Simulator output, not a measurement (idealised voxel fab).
You're looking at the process module voxel capacitor over wiring.
This is section cut - it's 240 nm across, gridded in 5 nm square cells.
A cross-section in this document is a grid of square cells, and it is written down as bands, the top band listed before the ones below it; a band is made up of one or more rows of cells.
Quick guide to a band line: top height, bottom height (nm) up front; then every material left to right with its width in nm. Only one material and it's marked "edge to edge"? Then it fills the band edge to edge. And "empty" just means empty space.
Height 0 is the level under which the wafer as received is all one material. The lowest band goes on downwards, as in "top 0, no bottom".
Read "30..40" as a graded width: first number on top, second number at the bottom, same change between each pair of neighbouring rows.
"nothing different", as given for a step, is the statement that not any cell of the cross-section underwent a change during that step.
You'll see "Closed void roster" listing empty spaces that have no way open to the top, as long as they're 8 cells or more; the notation is width x height at distance, where the distance is from the left edge, and all of it is in nm.
That trailing text on a step's line, after the settings, is the simulator's own remark on the step.
The line of a step may include "overlay nm". On a step with a mask, this value is how far to the right of its planned place the mask lay. A negative value means the mask lay to the left.
[Intended process steps]
1) RECEIVE (material Si)
2) CONFORMAL_DEP (material SiO2; thk nm 10)
3) DIRECTIONAL_DEP (material TiN; thk nm 5)
4) DIRECTIONAL_DEP (material W; thk nm 15)
5) DIRECTIONAL_DEP (material aC; thk nm 10)
6) PATTERN (tone cover; mask id METAL_1; material resist; width nm 30; pitch nm 95; thk nm 25; overlay nm 0)
7) DIRECTIONAL_ETCH (etch materials aC; depth nm 10)
8) STRIP (etch materials resist)
9) DIRECTIONAL_ETCH (etch materials W; depth nm 15)
10) DIRECTIONAL_ETCH (etch materials TiN; depth nm 5)
11) STRIP (etch materials aC)
12) CONFORMAL_DEP (material SiN; thk nm 5)
13) FILL_DEP (material lowk; thk nm 5)
14) CMP (height nm 30)
15) CONFORMAL_DEP (material SiCN; thk nm 5)
16) DIRECTIONAL_DEP (material lowk; thk nm 10)
17) PATTERN (tone open; mask id PLUG_1; material resist; width nm 15; thk nm 20; overlay nm 0)
18) DIRECTIONAL_ETCH (etch materials lowk; depth nm 10)
19) DIRECTIONAL_ETCH (etch materials SiCN; depth nm 5)
20) STRIP (etch materials resist)
21) CONFORMAL_DEP (material TiN; thk nm 5)
22) FILL_DEP (material Ru; thk nm 5)
23) CMP (height nm 45)
24) DIRECTIONAL_DEP (material TiN; thk nm 5)
25) DIRECTIONAL_DEP (material Al2O3; thk nm 5)
26) DIRECTIONAL_DEP (material TiN; thk nm 5)
27) DIRECTIONAL_DEP (material aC; thk nm 15)
28) PATTERN (tone cover; mask id UPPER_PLATE; material resist; width nm 70; thk nm 35; overlay nm 0)
29) DIRECTIONAL_ETCH (etch materials aC; depth nm 15)
30) STRIP (etch materials resist)
31) DIRECTIONAL_ETCH (etch materials TiN; depth nm 5)
32) DIRECTIONAL_ETCH (etch materials Al2O3; depth nm 5)
33) STRIP (etch materials aC)
34) MASKED_ETCH (tone cover; mask id LOWER_PLATE; width nm 80; etch materials TiN; depth nm 5; overlay nm 0)
35) FILL_DEP (material SiO2; thk nm 20)
36) CMP (height nm 75)
37) MASKED_ETCH (tone open; mask id PLUG_2; width nm 15; etch materials SiO2; depth nm 15; overlay nm 0)
38) CONFORMAL_DEP (material TiN; thk nm 5)
39) FILL_DEP (material Ru; thk nm 5)
40) CMP (height nm 75)
41) CONFORMAL_DEP (material SiN; thk nm 5)
[Concerning the first of two wafers, which was run in accordance with the plan]
[Cross-sectional view of the wafer in its as-received condition, corresponding to the state after step 1]
	top 0, no bottom: Si edge to edge
	Closed void roster: none
[Once step 2 is through, the wafer looks like this in cross-section]
	top 10, bottom 0: SiO2 edge to edge
	All layers under 0 are left as they were.
[Once step 3 is through, the wafer looks like this in cross-section]
	top 15, bottom 10: TiN edge to edge
	All layers under 10 are left as they were.
[Once step 4 is through, the wafer looks like this in cross-section]
	top 30, bottom 15: W edge to edge
	All layers under 15 are left as they were.
[Once step 5 is through, the wafer looks like this in cross-section]
	top 40, bottom 30: aC edge to edge
	All layers under 30 are left as they were.
[Once step 6 is through, the wafer looks like this in cross-section]
	top 65, bottom 40: empty: 55, then resist: 30, then empty: 65, then resist: 30, then empty: 60
	All layers under 40 are left as they were.
[Once step 7 is through, the wafer looks like this in cross-section]
	top 55, bottom 40: empty: 55, then resist: 30, then empty: 65, then resist: 30, then empty: 60
	top 40, bottom 30: empty: 55, then aC: 30, then empty: 65, then aC: 30, then empty: 60
	All layers under 30 are left as they were.
[Once step 8 is through, the wafer looks like this in cross-section]
	top 40, bottom 30: empty: 55, then aC: 30, then empty: 65, then aC: 30, then empty: 60
	All layers under 30 are left as they were.
[Once step 9 is through, the wafer looks like this in cross-section]
	top 40, bottom 30: empty: 55, then aC: 30, then empty: 65, then aC: 30, then empty: 60
	top 30, bottom 15: empty: 55, then W: 30, then empty: 65, then W: 30, then empty: 60
	All layers under 15 are left as they were.
[Once step 10 is through, the wafer looks like this in cross-section]
	top 40, bottom 30: empty: 55, then aC: 30, then empty: 65, then aC: 30, then empty: 60
	top 30, bottom 15: empty: 55, then W: 30, then empty: 65, then W: 30, then empty: 60
	top 15, bottom 10: empty: 55, then TiN: 30, then empty: 65, then TiN: 30, then empty: 60
	All layers under 10 are left as they were.
[Once step 11 is through, the wafer looks like this in cross-section]
	top 30, bottom 15: empty: 55, then W: 30, then empty: 65, then W: 30, then empty: 60
	All layers under 15 are left as they were.
[Once step 12 is through, the wafer looks like this in cross-section]
	top 35, bottom 30: empty: 50, then SiN: 40, then empty: 55, then SiN: 40, then empty: 55
	top 30, bottom 15: empty: 50, then SiN: 5, then W: 30, then SiN: 5, then empty: 55, then SiN: 5, then W: 30, then SiN: 5, then empty: 55
	top 15, bottom 10: SiN: 55, then TiN: 30, then SiN: 65, then TiN: 30, then SiN: 60
	All layers under 10 are left as they were.
[Once step 13 is through, the wafer looks like this in cross-section]
	top 40, bottom 35: lowk edge to edge
	top 35, bottom 30: lowk: 50, then SiN: 40, then lowk: 55, then SiN: 40, then lowk: 55
	top 30, bottom 15: lowk: 50, then SiN: 5, then W: 30, then SiN: 5, then lowk: 55, then SiN: 5, then W: 30, then SiN: 5, then lowk: 55
	All layers under 15 are left as they were.
[Once step 14 is through, the wafer looks like this in cross-section]
	top 30, bottom 15: lowk: 50, then SiN: 5, then W: 30, then SiN: 5, then lowk: 55, then SiN: 5, then W: 30, then SiN: 5, then lowk: 55
	All layers under 15 are left as they were.
[Once step 15 is through, the wafer looks like this in cross-section]
	top 35, bottom 30: SiCN edge to edge
	All layers under 30 are left as they were.
[Once step 16 is through, the wafer looks like this in cross-section]
	top 45, bottom 35: lowk edge to edge
	All layers under 35 are left as they were.
[Once step 17 is through, the wafer looks like this in cross-section]
	top 65, bottom 45: resist: 70, then empty: 15, then resist: 155
	All layers under 45 are left as they were.
[Once step 18 is through, the wafer looks like this in cross-section]
	top 65, bottom 45: resist: 70, then empty: 15, then resist: 155
	top 45, bottom 35: lowk: 70, then empty: 15, then lowk: 155
	All layers under 35 are left as they were.
[Once step 19 is through, the wafer looks like this in cross-section]
	top 65, bottom 45: resist: 70, then empty: 15, then resist: 155
	top 45, bottom 35: lowk: 70, then empty: 15, then lowk: 155
	top 35, bottom 30: SiCN: 70, then empty: 15, then SiCN: 155
	All layers under 30 are left as they were.
[Once step 20 is through, the wafer looks like this in cross-section]
	top 45, bottom 35: lowk: 70, then empty: 15, then lowk: 155
	All layers under 35 are left as they were.
[Once step 21 is through, the wafer looks like this in cross-section]
	top 50, bottom 45: TiN: 75, then empty: 5, then TiN: 160
	top 45, bottom 35: lowk: 70, then TiN: 5, then empty: 5, then TiN: 5, then lowk: 155
	top 35, bottom 30: SiCN: 70, then TiN: 15, then SiCN: 155
	All layers under 30 are left as they were.
[Once step 22 is through, the wafer looks like this in cross-section]
	top 55, bottom 50: Ru edge to edge
	top 50, bottom 45: TiN: 75, then Ru: 5, then TiN: 160
	top 45, bottom 35: lowk: 70, then TiN: 5, then Ru: 5, then TiN: 5, then lowk: 155
	All layers under 35 are left as they were.
[Once step 23 is through, the wafer looks like this in cross-section]
	top 45, bottom 35: lowk: 70, then TiN: 5, then Ru: 5, then TiN: 5, then lowk: 155
	All layers under 35 are left as they were.
[Once step 24 is through, the wafer looks like this in cross-section]
	top 50, bottom 45: TiN edge to edge
	All layers under 45 are left as they were.
[Once step 25 is through, the wafer looks like this in cross-section]
	top 55, bottom 50: Al2O3 edge to edge
	All layers under 50 are left as they were.
[Once step 26 is through, the wafer looks like this in cross-section]
	top 60, bottom 55: TiN edge to edge
	All layers under 55 are left as they were.
[Once step 27 is through, the wafer looks like this in cross-section]
	top 75, bottom 60: aC edge to edge
	All layers under 60 are left as they were.
[Once step 28 is through, the wafer looks like this in cross-section]
	top 110, bottom 75: empty: 70, then resist: 70, then empty: 100
	All layers under 75 are left as they were.
[Once step 29 is through, the wafer looks like this in cross-section]
	top 95, bottom 75: empty: 70, then resist: 70, then empty: 100
	top 75, bottom 60: empty: 70, then aC: 70, then empty: 100
	All layers under 60 are left as they were.
[Once step 30 is through, the wafer looks like this in cross-section]
	top 75, bottom 60: empty: 70, then aC: 70, then empty: 100
	All layers under 60 are left as they were.
[Once step 31 is through, the wafer looks like this in cross-section]
	top 75, bottom 60: empty: 70, then aC: 70, then empty: 100
	top 60, bottom 55: empty: 70, then TiN: 70, then empty: 100
	All layers under 55 are left as they were.
[Once step 32 is through, the wafer looks like this in cross-section]
	top 75, bottom 60: empty: 70, then aC: 70, then empty: 100
	top 60, bottom 55: empty: 70, then TiN: 70, then empty: 100
	top 55, bottom 50: empty: 70, then Al2O3: 70, then empty: 100
	All layers under 50 are left as they were.
[Once step 33 is through, the wafer looks like this in cross-section]
	top 60, bottom 55: empty: 70, then TiN: 70, then empty: 100
	All layers under 55 are left as they were.
[Once step 34 is through, the wafer looks like this in cross-section]
	top 60, bottom 55: empty: 70, then TiN: 70, then empty: 100
	top 55, bottom 50: empty: 70, then Al2O3: 70, then empty: 100
	top 50, bottom 45: empty: 65, then TiN: 80, then empty: 95
	All layers under 45 are left as they were.
[Once step 35 is through, the wafer looks like this in cross-section]
	top 80, bottom 60: SiO2 edge to edge
	top 60, bottom 55: SiO2: 70, then TiN: 70, then SiO2: 100
	top 55, bottom 50: SiO2: 70, then Al2O3: 70, then SiO2: 100
	top 50, bottom 45: SiO2: 65, then TiN: 80, then SiO2: 95
	All layers under 45 are left as they were.
[Once step 36 is through, the wafer looks like this in cross-section]
	top 75, bottom 60: SiO2 edge to edge
	All layers under 60 are left as they were.
[Once step 37 is through, the wafer looks like this in cross-section]
	top 75, bottom 60: SiO2: 80, then empty: 15, then SiO2: 145
	All layers under 60 are left as they were.
[Once step 38 is through, the wafer looks like this in cross-section]
	top 80, bottom 75: TiN: 85, then empty: 5, then TiN: 150
	top 75, bottom 65: SiO2: 80, then TiN: 5, then empty: 5, then TiN: 5, then SiO2: 145
	top 65, bottom 55: SiO2: 80..70, then TiN: 15..70, then SiO2: 145..100
	All layers under 55 are left as they were.
[Once step 39 is through, the wafer looks like this in cross-section]
	top 85, bottom 80: Ru edge to edge
	top 80, bottom 75: TiN: 85, then Ru: 5, then TiN: 150
	top 75, bottom 65: SiO2: 80, then TiN: 5, then Ru: 5, then TiN: 5, then SiO2: 145
	All layers under 65 are left as they were.
[Once step 40 is through, the wafer looks like this in cross-section]
	top 75, bottom 65: SiO2: 80, then TiN: 5, then Ru: 5, then TiN: 5, then SiO2: 145
	All layers under 65 are left as they were.
[Once step 41 is through, the wafer looks like this in cross-section]
	top 80, bottom 75: SiN edge to edge
	All layers under 75 are left as they were.
[Wafer two. Same start, same plan, one slip in execution. Same as wafer one through step 20, inclusive]
[Here is the second wafer in cross-section at the point where step 21 of the plan should have been done]
	top 50, bottom 45: SiO2: 75, then empty: 5, then SiO2: 160
	top 45, bottom 35: lowk: 70, then SiO2: 5, then empty: 5, then SiO2: 5, then lowk: 155
	top 35, bottom 30: SiCN: 70, then SiO2: 15, then SiCN: 155
	All layers under 30 are left as they were.
[Here is the second wafer in cross-section at the point where step 22 of the plan should have been done]
	top 55, bottom 50: Ru edge to edge
	top 50, bottom 45: SiO2: 75, then Ru: 5, then SiO2: 160
	top 45, bottom 35: lowk: 70, then SiO2: 5, then Ru: 5, then SiO2: 5, then lowk: 155
	All layers under 35 are left as they were.
[Here is the second wafer in cross-section at the point where step 23 of the plan should have been done]
	top 45, bottom 35: lowk: 70, then SiO2: 5, then Ru: 5, then SiO2: 5, then lowk: 155
	All layers under 35 are left as they were.
[Here is the second wafer in cross-section at the point where step 24 of the plan should have been done]
	top 50, bottom 45: TiN edge to edge
	All layers under 45 are left as they were.
[Here is the second wafer in cross-section at the point where step 25 of the plan should have been done]
	top 55, bottom 50: Al2O3 edge to edge
	All layers under 50 are left as they were.
[Here is the second wafer in cross-section at the point where step 26 of the plan should have been done]
	top 60, bottom 55: TiN edge to edge
	All layers under 55 are left as they were.
[Here is the second wafer in cross-section at the point where step 27 of the plan should have been done]
	top 75, bottom 60: aC edge to edge
	All layers under 60 are left as they were.
[Here is the second wafer in cross-section at the point where step 28 of the plan should have been done]
	top 110, bottom 75: empty: 70, then resist: 70, then empty: 100
	All layers under 75 are left as they were.
[Here is the second wafer in cross-section at the point where step 29 of the plan should have been done]
	top 95, bottom 75: empty: 70, then resist: 70, then empty: 100
	top 75, bottom 60: empty: 70, then aC: 70, then empty: 100
	All layers under 60 are left as they were.
[Here is the second wafer in cross-section at the point where step 30 of the plan should have been done]
	top 75, bottom 60: empty: 70, then aC: 70, then empty: 100
	All layers under 60 are left as they were.
[Here is the second wafer in cross-section at the point where step 31 of the plan should have been done]
	top 75, bottom 60: empty: 70, then aC: 70, then empty: 100
	top 60, bottom 55: empty: 70, then TiN: 70, then empty: 100
	All layers under 55 are left as they were.
[Here is the second wafer in cross-section at the point where step 32 of the plan should have been done]
	top 75, bottom 60: empty: 70, then aC: 70, then empty: 100
	top 60, bottom 55: empty: 70, then TiN: 70, then empty: 100
	top 55, bottom 50: empty: 70, then Al2O3: 70, then empty: 100
	All layers under 50 are left as they were.
[Here is the second wafer in cross-section at the point where step 33 of the plan should have been done]
	top 60, bottom 55: empty: 70, then TiN: 70, then empty: 100
	All layers under 55 are left as they were.
[Here is the second wafer in cross-section at the point where step 34 of the plan should have been done]
	top 60, bottom 55: empty: 70, then TiN: 70, then empty: 100
	top 55, bottom 50: empty: 70, then Al2O3: 70, then empty: 100
	top 50, bottom 45: empty: 65, then TiN: 80, then empty: 95
	All layers under 45 are left as they were.
[Here is the second wafer in cross-section at the point where step 35 of the plan should have been done]
	top 80, bottom 60: SiO2 edge to edge
	top 60, bottom 55: SiO2: 70, then TiN: 70, then SiO2: 100
	top 55, bottom 50: SiO2: 70, then Al2O3: 70, then SiO2: 100
	top 50, bottom 45: SiO2: 65, then TiN: 80, then SiO2: 95
	All layers under 45 are left as they were.
[Here is the second wafer in cross-section at the point where step 36 of the plan should have been done]
	top 75, bottom 60: SiO2 edge to edge
	All layers under 60 are left as they were.
[Here is the second wafer in cross-section at the point where step 37 of the plan should have been done]
	top 75, bottom 60: SiO2: 80, then empty: 15, then SiO2: 145
	All layers under 60 are left as they were.
[Here is the second wafer in cross-section at the point where step 38 of the plan should have been done]
	top 80, bottom 75: TiN: 85, then empty: 5, then TiN: 150
	top 75, bottom 65: SiO2: 80, then TiN: 5, then empty: 5, then TiN: 5, then SiO2: 145
	top 65, bottom 55: SiO2: 80..70, then TiN: 15..70, then SiO2: 145..100
	All layers under 55 are left as they were.
[Here is the second wafer in cross-section at the point where step 39 of the plan should have been done]
	top 85, bottom 80: Ru edge to edge
	top 80, bottom 75: TiN: 85, then Ru: 5, then TiN: 150
	top 75, bottom 65: SiO2: 80, then TiN: 5, then Ru: 5, then TiN: 5, then SiO2: 145
	All layers under 65 are left as they were.
[Here is the second wafer in cross-section at the point where step 40 of the plan should have been done]
	top 75, bottom 65: SiO2: 80, then TiN: 5, then Ru: 5, then TiN: 5, then SiO2: 145
	All layers under 65 are left as they were.
[Here is the second wafer in cross-section at the point where step 41 of the plan should have been done]
	top 80, bottom 75: SiN edge to edge
	All layers under 75 are left as they were.
The plan and the run diverged here: step 21 did not use the planned setting and instead ran as CONFORMAL_DEP (material SiO2; thk nm 5)
Bottom line after processing is that, in cells, the second wafer is up or down on some materials versus the first: SiO2: 7 more | TiN: 7 fewer
